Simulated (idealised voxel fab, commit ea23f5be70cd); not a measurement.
process module | voxel spacer lines
cross-section cut | 260 nm wide | cells 5 nm
A cross-section is a grid of square cells, given in bands from the top down. A band is one or more rows of cells.
Each band's line starts with the height of the band's top and of its bottom, in nm. Then come its materials from left to right, each with its width in nm. One material with "throughout" fills the band from edge to edge. "air" is empty space.
Height 0 is the level under which the wafer as received is all one material. The lowest band goes on downwards, as in "0 down".
A width such as "30 to 40" changes by the same amount from each row of cells to the next, from the band's top row to its bottom row.
"no change" after a step means that no cell of the cross-section changed.
closed voids: empty space of 8 cells or more with no open way to the top, each as width x height at its distance from the left edge, in nm
after a step's settings: what the simulator itself notes on the step
overlay nm, on a step with a mask: how far to the right of its planned place the mask lay; to the left if negative
plan
1 op RECEIVE | material Si
2 op CONFORMAL_DEP | material Al2O3 | thk nm 10
3 op DIRECTIONAL_DEP | material SiN | thk nm 10
4 op DIRECTIONAL_DEP | material aC | thk nm 25
5 op PATTERN | tone cover | mask id MANDREL | material resist | width nm 25 | pitch nm 70 | thk nm 35 | overlay nm 0
6 op DIRECTIONAL_ETCH | etch materials aC | depth nm 25
7 op STRIP | etch materials resist
8 op CONFORMAL_DEP | material SiO2 | thk nm 10
9 op DIRECTIONAL_ETCH | etch materials SiO2 | depth nm 10
10 op STRIP | etch materials aC
11 op DIRECTIONAL_ETCH | etch materials SiN | depth nm 10
12 op STRIP | etch materials SiO2
as received, after step 1
  0 down: Si throughout
  closed voids: none
first wafer at the end, as planned
  20 to 10: air 35 | SiN 10 | air 25 | SiN 10 | air 25 | SiN 10 | air 25 | SiN 10 | air 25 | SiN 10 | air 25 | SiN 10 | air 40
  10 to 0: Al2O3 throughout
  0 down: Si throughout
  closed voids: none
second wafer at the end: like start, like plan, one mistake
  20 to 10: air 45 | SiN 10 | air 5 | SiN 10 | air 45 | SiN 10 | air 5 | SiN 10 | air 45 | SiN 10 | air 5 | SiN 10 | air 50
  10 to 0: Al2O3 throughout
  0 down: Si throughout
  closed voids: none
what went wrong: step 5 ran as: op PATTERN | tone open | mask id MANDREL | material resist | width nm 25 | pitch nm 70 | thk nm 35 | overlay nm 0
at the end the second wafer has, in cells: as many of each material as the first, in other places
